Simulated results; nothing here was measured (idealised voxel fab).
Name of the process module below: voxel local oxidation
Square cells of 5 nm make up the cross-section cut, whose width is 145 nm.
In what follows, cross-sections appear as grids of square cells, described through bands that run from the top down, where every band is one or more rows of cells.
A band entry consists of two parts. The first gives the height of the band's top and the height of its bottom, in nm. The rest lists the band's materials from left to right, each with its width in nm. A single material labelled with the word "full width" fills the band from edge to edge, and the word "blank" marks empty space.
Basically, 0 is our baseline, since under it the wafer straight out of the box is all one material. The bottom band has no lower end and keeps on going down, so it looks like "0 nm and below".
With a width like "30->40", each row of cells in the band differs from the next by the same amount, the top row carrying the first number and the bottom row the second.
No cell of the cross-section changed in a step that is given as "remained the same".
In the "Listed closed voids" entry, you get each enclosed empty space of 8 cells or more, one with no open way to the top, written width x height at distance, distance from the left edge, in nm.
It should be noted that, on the line of a given step, the content following the step's settings is a remark produced by the simulator itself with respect to that step.
"overlay nm" denotes, for a step that has a mask, the displacement of the mask to the right of its planned place, with negative values corresponding to the left.
**The process steps that were planned are listed below**
| 1 | RECEIVE: material Si |
| 2 | OXIDIZE: depth nm 5 |
| 3 | CONFORMAL_DEP: material SiN, thk nm 10 |
| 4 | MASKED_ETCH: tone cover, mask id ACTIVE, width nm 110, etch materials SiN, depth nm 10, overlay nm 0 |
| 5 | SELECTIVE_ETCH: etch materials SiO2, depth nm 5 |
| 6 | OXIDIZE: depth nm 15 |
| 7 | STRIP: etch materials SiN |
**First of the two wafers, run per plan**
**Wafer at receipt (post step 1), cross-section**
    0 nm and below  Si full width
    Listed closed voids: none
**Cross-section through the wafer, step 2 finished**
    0 nm to -5 nm  SiO2 full width
    Anything lower than -5 is untouched.
**Cross-section through the wafer, step 3 finished**
    10 nm to 0 nm  SiN full width
    Anything lower than 0 is untouched.
**Cross-section through the wafer, step 4 finished**
    10 nm to 0 nm  blank (15) / SiN (110) / blank (20)
    Anything lower than 0 is untouched.
**Cross-section through the wafer, step 5 finished**
    10 nm to 0 nm  blank (15) / SiN (110) / blank (20)
    0 nm to -5 nm  blank (20) / SiO2 (100) / blank (25)
    Anything lower than -5 is untouched.
**Cross-section through the wafer, step 6 finished**
    10 nm to 0 nm  blank (15) / SiN (110) / blank (20)
    0 nm to -5 nm  blank (20) / SiO2 (100) / blank (25)
    -5 nm to -20 nm  SiO2 (35) / Si (70) / SiO2 (40)
    Anything lower than -20 is untouched.
**Cross-section through the wafer, step 7 finished**
    0 nm to -5 nm  blank (20) / SiO2 (100) / blank (25)
    Anything lower than -5 is untouched.
**For the second wafer, take the first wafer's start and plan, then add one mistake made in running it; everything through step 5, that step included, is shared with the first**
**Cross-section, second wafer, at the end time the plan gives for step 6**
    10 nm to 0 nm  blank (15) / SiN (110) / blank (20)
    0 nm to -5 nm  blank (20) / SiO2 (100) / blank (25)
    -5 nm to -30 nm  SiO2 (45) / Si (50) / SiO2 (50)
    Anything lower than -30 is untouched.
**Cross-section, second wafer, at the end time the plan gives for step 7**
    0 nm to -5 nm  blank (20) / SiO2 (100) / blank (25)
    Anything lower than -5 is untouched.
Nonconformance to the process plan: step 6 went in with a setting other than planned; the actual run was OXIDIZE: depth nm 25
The second wafer ends with more or fewer cells of some materials than the first, per final count: Si -50, SiO2 +50
